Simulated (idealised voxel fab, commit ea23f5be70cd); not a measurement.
This is a process module. Its name is voxel self aligned vias.
Each square cell in cross-section cut measures 5 nm, and the section as a whole is 225 nm wide.
Just so we're on the same page, the cross-sections are grids of square cells, and they're listed out in bands top to bottom, each band one or more rows deep. Heads up on the band format: heights come first, top then bottom, in nm. After that it's the materials left to right, each with its width in nm. A single material flagged "edge to edge" fills the whole band edge to edge, and "blank" means there's empty space there. Convention: height 0 is the level below which the wafer, as received, is all one material. The lowest band does not terminate at the bottom but continues downward, represented as "0 down". Top row gets the first number, bottom row gets the second, and each row in between changes by the same step: that is how a band width like "30 to 40" works. The designation "all unchanged", where it is given for a processing step, indicates that no cell of the cross-section was altered in the course of that step. If an empty space has no open way to the top and is at least 8 cells in size, "Closed void roster" lists it, written width x height at distance, where distance is measured from the left edge and every value is in nm. Anything after a step's settings on that line? It's the simulator's own note about the step. When a step includes a mask, the "overlay nm" setting on its line states how far to the right of its planned place that mask lay, and negative values state how far to the left.
## Planned step list for the process
1: RECEIVE, material Si
2: CONFORMAL_DEP, material SiO2, thk nm 15
3: CONFORMAL_DEP, material SiCN, thk nm 5
4: DIRECTIONAL_DEP, material SiO2, thk nm 20
5: MASKED_ETCH, tone open, mask id LINES, width nm 25, pitch nm 75, etch materials SiO2, depth nm 20, overlay nm 0
6: CONFORMAL_DEP, material TiN, thk nm 5
7: FILL_DEP, material W, thk nm 10
8: CMP, height nm 40
9: SELECTIVE_ETCH, etch materials W Ru TiN, depth nm 5
10: FILL_DEP, material SiN, thk nm 10
11: CMP, height nm 40
12: DIRECTIONAL_DEP, material SiO2, thk nm 15
13: DIRECTIONAL_DEP, material aC, thk nm 10
14: PATTERN, tone open, mask id VIAS, material resist, width nm 45, pitch nm 75, thk nm 30, overlay nm 0
15: DIRECTIONAL_ETCH, etch materials aC, depth nm 10
16: STRIP, etch materials resist
17: DIRECTIONAL_ETCH, etch materials SiO2, depth nm 15
18: DIRECTIONAL_ETCH, etch materials SiN, depth nm 5
19: STRIP, etch materials aC
20: CONFORMAL_DEP, material TiN, thk nm 5
21: FILL_DEP, material Cu, thk nm 10
22: CMP, height nm 55
23: CONFORMAL_DEP, material SiN, thk nm 5
## Cross-sectional view of the wafer in its as-received condition, corresponding to the state after step 1
> 0 down  Si edge to edge
> Closed void roster: none
## End-of-module cross-section. Starting structure and process plan as above; one mistake made in running it
> 60 to 55  SiN edge to edge
> 55 to 45  SiO2 50, TiN 5, Cu 40, TiN 5, SiO2 25, TiN 5, Cu 40, TiN 5, SiO2 50
> 45 to 40  SiO2 50, TiN 15, Cu 15, TiN 20, SiO2 25, TiN 15, Cu 15, TiN 20, SiO2 50
> 40 to 35  SiO2 60, TiN 25, SiO2 50, TiN 25, SiO2 65
> 35 to 25  SiO2 60, TiN 5, W 15, TiN 5, SiO2 50, TiN 5, W 15, TiN 5, SiO2 65
> 25 to 20  SiO2 60, TiN 25, SiO2 50, TiN 25, SiO2 65
> 20 to 15  SiCN edge to edge
> 15 to 0  SiO2 edge to edge
> 0 down  Si edge to edge
> Closed void roster: none
Short version of what went wrong: it should be noted that step 14 was executed with settings other than those planned, the operation and settings actually applied being PATTERN, tone open, mask id VIAS, material resist, width nm 50, pitch nm 75, thk nm 30, overlay nm 0
